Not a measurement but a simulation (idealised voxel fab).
process module | voxel self aligned vias
cross-section cut | 260 nm wide | cells 5 nm
A cross-section is a grid of square cells, given in bands from the top down. A band is one or more rows of cells.
Each band's line starts with the height of the band's top and of its bottom, in nm. Then come its materials from left to right, each with its width in nm. One material with "throughout" fills the band from edge to edge. "air" is empty space.
Height 0 is the level under which the wafer as received is all one material. The lowest band goes on downwards, as in "0 down".
A width such as "30 to 40" changes by the same amount from each row of cells to the next, from the band's top row to its bottom row.
"no change" after a step means that no cell of the cross-section changed.
closed voids: empty space of 8 cells or more with no open way to the top, each as width x height at its distance from the left edge, in nm
after a step's settings: what the simulator itself notes on the step
overlay nm, on a step with a mask: how far to the right of its planned place the mask lay; to the left if negative
Each pair below shows a cross-section before one step and the cross-section after it, down to the lowest band that changed. The line under each pair gives the step between them, with its settings. The pairs can come from different runs of this module on the same starting wafer, so a pair continues from the pair above only where its "before" says so.
before
  60 to 45: lowk 35 | air 50 | lowk 90 | air 50 | lowk 35
  45 to 35: lowk 45 | air 30 | lowk 40 | SiN 30 | lowk 40 | air 30 | lowk 45
  35 to 20: lowk 45 | TiN 5 | Ru 20 | TiN 5 | lowk 40 | TiN 5 | Ru 20 | TiN 5 | lowk 40 | TiN 5 | Ru 20 | TiN 5 | lowk 45
  20 to 15: lowk 45 | TiN 30 | lowk 40 | TiN 30 | lowk 40 | TiN 30 | lowk 45
  15 to 10: SiCN throughout
  10 to 0: SiO2 throughout
  0 down: Si throughout
  closed voids: none
after
  65 to 60: SiO2 40 | air 40 | SiO2 100 | air 40 | SiO2 40
  60 to 50: lowk 35 | SiO2 5 | air 40 | SiO2 5 | lowk 90 | SiO2 5 | air 40 | SiO2 5 | lowk 35
  50 to 45: lowk 35 | SiO2 15 | air 20 | SiO2 15 | lowk 90 | SiO2 15 | air 20 | SiO2 15 | lowk 35
  45 to 40: lowk 45 | SiO2 5 | air 20 | SiO2 5 | lowk 40 | SiN 30 | lowk 40 | SiO2 5 | air 20 | SiO2 5 | lowk 45
  40 to 35: lowk 45 | SiO2 30 | lowk 40 | SiN 30 | lowk 40 | SiO2 30 | lowk 45
  below 35: unchanged
  closed voids: none
the step between: op CONFORMAL_DEP | material SiO2 | thk nm 5
before: the cross-section after the pair above
after
  75 to 65: Ru throughout
  65 to 60: SiO2 40 | Ru 40 | SiO2 100 | Ru 40 | SiO2 40
  60 to 50: lowk 35 | SiO2 5 | Ru 40 | SiO2 5 | lowk 90 | SiO2 5 | Ru 40 | SiO2 5 | lowk 35
  50 to 45: lowk 35 | SiO2 15 | Ru 20 | SiO2 15 | lowk 90 | SiO2 15 | Ru 20 | SiO2 15 | lowk 35
  45 to 40: lowk 45 | SiO2 5 | Ru 20 | SiO2 5 | lowk 40 | SiN 30 | lowk 40 | SiO2 5 | Ru 20 | SiO2 5 | lowk 45
  below 40: unchanged
  closed voids: none
the step between: op FILL_DEP | material Ru | thk nm 10
before: the cross-section after the pair above
after
  60 to 50: lowk 35 | SiO2 5 | Ru 40 | SiO2 5 | lowk 90 | SiO2 5 | Ru 40 | SiO2 5 | lowk 35
  below 50: unchanged
  closed voids: none
the step between: op CMP | height nm 60
before: the cross-section after the pair above
after
  65 to 60: SiCN throughout
  below 60: unchanged
  closed voids: none
the step between: op CONFORMAL_DEP | material SiCN | thk nm 5
before
  45 to 15: lowk throughout
  15 to 10: SiCN throughout
  10 to 0: SiO2 throughout
  0 down: Si throughout
  closed voids: none
after
  45 to 15: air 45 | lowk 30 | air 40 | lowk 30 | air 40 | lowk 30 | air 45
  below 15: unchanged
  closed voids: none
the step between: op MASKED_ETCH | tone cover | mask id LINES | width nm 30 | pitch nm 70 | etch materials lowk | depth nm 30 | overlay nm 0
before: the cross-section after the pair above
after
  50 to 45: air 40 | TiN 40 | air 30 | TiN 40 | air 30 | TiN 40 | air 40
  45 to 20: air 40 | TiN 5 | lowk 30 | TiN 5 | air 30 | TiN 5 | lowk 30 | TiN 5 | air 30 | TiN 5 | lowk 30 | TiN 5 | air 40
  20 to 15: TiN 45 | lowk 30 | TiN 40 | lowk 30 | TiN 40 | lowk 30 | TiN 45
  below 15: unchanged
  closed voids: none
the step between: op CONFORMAL_DEP | material TiN | thk nm 5
before: the cross-section after the pair above
after
  55 to 50: Ru throughout
  50 to 45: Ru 40 | TiN 40 | Ru 30 | TiN 40 | Ru 30 | TiN 40 | Ru 40
  45 to 20: Ru 40 | TiN 5 | lowk 30 | TiN 5 | Ru 30 | TiN 5 | lowk 30 | TiN 5 | Ru 30 | TiN 5 | lowk 30 | TiN 5 | Ru 40
  below 20: unchanged
  closed voids: none
the step between: op FILL_DEP | material Ru | thk nm 5
before: the cross-section after the pair above
after
  45 to 20: Ru 40 | TiN 5 | lowk 30 | TiN 5 | Ru 30 | TiN 5 | lowk 30 | TiN 5 | Ru 30 | TiN 5 | lowk 30 | TiN 5 | Ru 40
  below 20: unchanged
  closed voids: none
the step between: op CMP | height nm 45
before: the cross-section after the pair above
after
  45 to 35: air 45 | lowk 30 | air 40 | lowk 30 | air 40 | lowk 30 | air 45
  below 35: unchanged
  closed voids: none
the step between: op SELECTIVE_ETCH | etch materials W Ru TiN | depth nm 10
before: the cross-section after the pair above
after
  50 to 45: SiN throughout
  45 to 35: SiN 45 | lowk 30 | SiN 40 | lowk 30 | SiN 40 | lowk 30 | SiN 45
  below 35: unchanged
  closed voids: none
the step between: op FILL_DEP | material SiN | thk nm 5
before: the cross-section after the pair above
after
  45 to 35: SiN 45 | lowk 30 | SiN 40 | lowk 30 | SiN 40 | lowk 30 | SiN 45
  below 35: unchanged
  closed voids: none
the step between: op CMP | height nm 45
before: the cross-section after the pair above
after
  60 to 45: lowk throughout
  below 45: unchanged
  closed voids: none
the step between: op DIRECTIONAL_DEP | material lowk | thk nm 15
before: the cross-section after the pair above
after
  60 to 45: lowk 35 | air 50 | lowk 90 | air 50 | lowk 35
  below 45: unchanged
  closed voids: none
the step between: op MASKED_ETCH | tone open | mask id VIAS | width nm 50 | pitch nm 140 | etch materials lowk | depth nm 15 | overlay nm 0
before: the cross-section after the pair above
after
  60 to 45: lowk 35 | air 50 | lowk 90 | air 50 | lowk 35
  45 to 35: SiN 35 | air 10 | lowk 30 | air 10 | SiN 30 | lowk 30 | SiN 30 | air 10 | lowk 30 | air 10 | SiN 35
  below 35: unchanged
  closed voids: none
the step between: op MASKED_ETCH | tone open | mask id VIAS | width nm 50 | pitch nm 140 | etch materials SiN | depth nm 10 | overlay nm 0
before: the cross-section after the pair above
after
  65 to 60: TiN 40 | air 40 | TiN 100 | air 40 | TiN 40
  60 to 50: lowk 35 | TiN 5 | air 40 | TiN 5 | lowk 90 | TiN 5 | air 40 | TiN 5 | lowk 35
  50 to 45: lowk 35 | TiN 50 | lowk 90 | TiN 50 | lowk 35
  45 to 35: SiN 35 | TiN 10 | lowk 30 | TiN 10 | SiN 30 | lowk 30 | SiN 30 | TiN 10 | lowk 30 | TiN 10 | SiN 35
  below 35: unchanged
  closed voids: none
the step between: op CONFORMAL_DEP | material TiN | thk nm 5
before: the cross-section after the pair above
after
  75 to 65: Ru throughout
  65 to 60: TiN 40 | Ru 40 | TiN 100 | Ru 40 | TiN 40
  60 to 50: lowk 35 | TiN 5 | Ru 40 | TiN 5 | lowk 90 | TiN 5 | Ru 40 | TiN 5 | lowk 35
  below 50: unchanged
  closed voids: none
the step between: op FILL_DEP | material Ru | thk nm 10
before: the cross-section after the pair above
after
  60 to 50: lowk 35 | TiN 5 | Ru 40 | TiN 5 | lowk 90 | TiN 5 | Ru 40 | TiN 5 | lowk 35
  below 50: unchanged
  closed voids: none
the step between: op CMP | height nm 60
before: the cross-section after the pair above
after
  65 to 60: SiCN throughout
  below 60: unchanged
  closed voids: none
the step between: op CONFORMAL_DEP | material SiCN | thk nm 5
